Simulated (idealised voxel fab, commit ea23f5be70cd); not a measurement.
The following is a process module called voxel self aligned vias.
Square cell edge 5 nm, section width 145 nm, ID cut.
Heads up, the way a cross-section reads in here is a grid of square cells, handed over as bands from the top down, with every band being one or more rows of cells. Band: top and bottom heights (nm) first, top before bottom; then materials from left to right, widths in nm. "throughout" marks a sole material filling the band edge to edge. "empty" denotes empty space. For the purposes of this specification, 0 denotes the height below which the wafer in its as-received condition is composed wholly of one material, and the lowermost band, lacking a lower limit, extends downward without end, as expressed in "0 -> down". You'd read "30..40" like this: the band's top row of cells is as wide as the first number, its bottom row is as wide as the second, and going down, every row changes width by the same amount as the row before did. Key: "no alterations made" - step with no changed cell in the cross-section. You'll see "Internal closed voids" listing empty spaces that have no way open to the top, as long as they're 8 cells or more; the notation is width x height at distance, where the distance is from the left edge, and all of it is in nm. If you see something after the settings on a step's line, that's the simulator's own remark about that step. What "overlay nm" on a step's line means: if the step has a mask, that mask lay this far to the right of its planned place, or, when the value is negative, to the left.

plan:
- 1: RECEIVE [material Si]
- 2: CONFORMAL_DEP [material SiO2] [thk nm 15]
- 3: CONFORMAL_DEP [material SiCN] [thk nm 5]
- 4: DIRECTIONAL_DEP [material SiO2] [thk nm 20]
- 5: PATTERN [tone open] [mask id LINES] [material resist] [width nm 20] [pitch nm 50] [thk nm 20] [overlay nm 0]
- 6: DIRECTIONAL_ETCH [etch materials SiO2] [depth nm 20]
- 7: STRIP [etch materials resist]
- 8: CONFORMAL_DEP [material TiN] [thk nm 5]
- 9: FILL_DEP [material Ru] [thk nm 10]
- 10: CMP [height nm 40]
- 11: SELECTIVE_ETCH [etch materials W Ru TiN] [depth nm 5]
- 12: FILL_DEP [material SiN] [thk nm 5]
- 13: CMP [height nm 40]
- 14: DIRECTIONAL_DEP [material SiO2] [thk nm 15]
- 15: PATTERN [tone open] [mask id VIAS] [material resist] [width nm 30] [pitch nm 50] [thk nm 20] [overlay nm 0]
- 16: DIRECTIONAL_ETCH [etch materials SiO2] [depth nm 15]
- 17: DIRECTIONAL_ETCH [etch materials SiN] [depth nm 5]
- 18: STRIP [etch materials resist]
- 19: CONFORMAL_DEP [material TiN] [thk nm 5]
- 20: FILL_DEP [material W] [thk nm 10]
- 21: CMP [height nm 55]
- 22: CONFORMAL_DEP [material SiCN] [thk nm 5]

Cross-section of the wafer upon arrival, representing the state reached after step 1:
- 0 -> down  Si throughout
- Internal closed voids: none

Final cross-section, module run with one mistake (start and plan as above):
- 60 -> 55  SiCN throughout
- 55 -> 50  SiN 30 nm | TiN 30 nm | SiN 20 nm | TiN 30 nm | SiN 35 nm
- 50 -> 40  SiN throughout
- 40 -> 35  SiO2 35 nm | SiN 20 nm | SiO2 30 nm | SiN 20 nm | SiO2 40 nm
- 35 -> 25  SiO2 35 nm | TiN 5 nm | Ru 10 nm | TiN 5 nm | SiO2 30 nm | TiN 5 nm | Ru 10 nm | TiN 5 nm | SiO2 40 nm
- 25 -> 20  SiO2 35 nm | TiN 20 nm | SiO2 30 nm | TiN 20 nm | SiO2 40 nm
- 20 -> 15  SiCN throughout
- 15 -> 0  SiO2 throughout
- 0 -> down  Si throughout
- Internal closed voids: none
Misprocessing identified: not per plan at step 14, really ran DIRECTIONAL_DEP [material SiN] [thk nm 15]
